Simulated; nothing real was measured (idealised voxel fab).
Proc. module: voxel air gaps
This is section cut - it's 275 nm across, gridded in 5 nm square cells.
Cross-section format: a grid of square cells, given as bands from top to bottom; each band is one or more rows of cells. Within each band entry, the heights of the top and of the bottom of the band appear first, in that order and in nm; the materials of the band then follow from left to right, each with its corresponding width in nm. The designation "full width" on a single material indicates that it fills the band from edge to edge; the designation "empty" indicates empty space. Counting heights begins at 0, where everything beneath is, in the wafer as received, one material. The lowest band has no bottom; it goes on downwards, as "0 nm and below" shows. The notation "30..40" denotes a width that varies across the rows of cells in the band, beginning at the first number in the top row, finishing at the second number in the bottom row, and changing by an identical amount from each row to the next. "nothing different", as given for a step, is the statement that not any cell of the cross-section underwent a change during that step. Enclosed voids (no open way to top), threshold 8 cells or more, entry "Cavities, closed", notation width x height at distance, distance from left edge, nm. That trailing text on a step's line, after the settings, is the simulator's own remark on the step. The setting "overlay nm" may be written on the line of a step. When the step uses a mask, the value reports how far to the right of the planned place the mask lay, and a negative value reports that it lay to the left.

**Listed below are the process steps as planned**
step 1: RECEIVE [material Si]
step 2: CONFORMAL_DEP [material SiO2] [thk nm 10]
step 3: CONFORMAL_DEP [material SiCN] [thk nm 5]
step 4: DIRECTIONAL_DEP [material SiO2] [thk nm 40]
step 5: DIRECTIONAL_DEP [material aC] [thk nm 10]
step 6: PATTERN [tone open] [mask id LINES] [material resist] [width nm 25] [pitch nm 55] [thk nm 30] [overlay nm 0]
step 7: DIRECTIONAL_ETCH [etch materials aC] [depth nm 10]
step 8: STRIP [etch materials resist]
step 9: DIRECTIONAL_ETCH [etch materials SiO2] [depth nm 40]
step 10: STRIP [etch materials aC]
step 11: CONFORMAL_DEP [material TiN] [thk nm 5]
step 12: FILL_DEP [material Ru] [thk nm 10]
step 13: CMP [height nm 55]
step 14: EPI [material Ru] [thk nm 10]
step 15: SELECTIVE_ETCH [etch materials SiO2] [depth nm 50]
step 16: CONFORMAL_DEP [material SiCN] [thk nm 5]

**Step 1 complete: cross-section of the wafer as received**
* 0 nm and below = Si full width
* Cavities, closed: none

**What the wafer looks like in cross-section after this module, when it starts as shown above and follows the plan above but one mistake is made in running it**
* 85 nm to 80 nm = SiCN full width
* 80 nm to 60 nm = Ru full width
* 60 nm to 55 nm = TiN 75 nm / Ru 15 nm / TiN 40 nm / Ru 15 nm / TiN 40 nm / Ru 15 nm / TiN 75 nm
* 55 nm to 20 nm = SiO2 70 nm / TiN 5 nm / Ru 15 nm / TiN 5 nm / SiO2 30 nm / TiN 5 nm / Ru 15 nm / TiN 5 nm / SiO2 30 nm / TiN 5 nm / Ru 15 nm / TiN 5 nm / SiO2 70 nm
* 20 nm to 15 nm = SiO2 70 nm / TiN 25 nm / SiO2 30 nm / TiN 25 nm / SiO2 30 nm / TiN 25 nm / SiO2 70 nm
* 15 nm to 10 nm = SiCN full width
* 10 nm to 0 nm = SiO2 full width
* 0 nm and below = Si full width
* Cavities, closed: none
Misprocessing identified: no execution of plan step 13; skipped
